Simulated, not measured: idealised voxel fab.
This section sets out a process module, namely voxel fin reveal.
cross-section cut | 265 nm wide | cells 5 nm
Reading order for cross-sections: top band down to bottom band. Underlying form: a grid of square cells. Band size: one or more rows of cells.
First you get the band's top height and its bottom height, in nm, and then the materials it's made of, left to right, with each width in nm. If you see a single material with "edge to edge", that one covers the band edge to edge. "blank" is empty space.
Height 0 is the level under which the wafer as received is all one material. The lowest band goes on downwards, as in "top 0, no bottom".
The expression "30..40" gives the width at the extremes of the band, the first number at its top row of cells and the second at its bottom row, with the width changing by equal amounts from each row to the next in between.
Step note "no alterations made" = no cross-section cell changed.
Voids not open to the top, 8 cells minimum: see "Fully sealed voids". Written width x height at distance; distance is from the left edge; nm.
Formally, on a step line, whatever follows the settings is a remark that the simulator itself makes on the step.
The optional step-line setting "overlay nm" applies to steps with a mask and quantifies how far to the right of its planned location the mask lay, a negative value indicating leftward placement.

**Process steps foreseen in the plan**
step 1: op RECEIVE | material Si
step 2: op CONFORMAL_DEP | material SiN | thk nm 5
step 3: op MASKED_ETCH | tone cover | mask id FINS | width nm 15 | pitch nm 35 | etch materials SiN | depth nm 5 | overlay nm 0
step 4: op MASKED_ETCH | tone cover | mask id FINS | width nm 15 | pitch nm 35 | etch materials Si | depth nm 30 | overlay nm 0
step 5: op OXIDIZE | depth nm 5
step 6: op FILL_DEP | material SiO2 | thk nm 10
step 7: op CMP | height nm 5
step 8: op SELECTIVE_ETCH | etch materials SiO2 | depth nm 15
step 9: op STRIP | etch materials SiN
step 10: op CONFORMAL_DEP | material SiO2 | thk nm 5

**Cross-section: wafer on arrival = after step 1**
    top 0, no bottom = Si edge to edge
    Fully sealed voids: none

**Cross-sectional view of the first of the two wafers upon completion of the module, processed in accordance with the plan**
    top 5, bottom 0 = blank=105 / SiO2=15 / blank=20 / SiO2=15 / blank=110
    top 0, bottom -5 = blank=105 / SiO2=5 / Si=5 / SiO2=5 / blank=20 / SiO2=5 / Si=5 / SiO2=5 / blank=110
    top -5, bottom -35 = SiO2=110 / Si=5 / SiO2=30 / Si=5 / SiO2=115
    top -35, no bottom = Si edge to edge
    Fully sealed voids: none

**Cross-sectional view: second of two wafers, end of module; start and plan identical to the first, one mistake in running**
    top 5, bottom 0 = blank=105 / SiO2=20 / blank=15 / SiO2=20 / blank=105
    top 0, bottom -5 = blank=105 / SiO2=5 / Si=10 / SiO2=5 / blank=15 / SiO2=5 / Si=10 / SiO2=5 / blank=105
    top -5, bottom -35 = SiO2=110 / Si=10 / SiO2=25 / Si=10 / SiO2=110
    top -35, no bottom = Si edge to edge
    Fully sealed voids: none
What was done differently from what was planned? step 3 was run on a setting that differed from the plan, and what really ran there is op MASKED_ETCH | tone cover | mask id FINS | width nm 20 | pitch nm 35 | etch materials SiN | depth nm 5 | overlay nm 0
The closing comparison, in cells, has the second wafer with more or fewer of some materials than the first: 14 more of Si; 10 fewer of SiO2
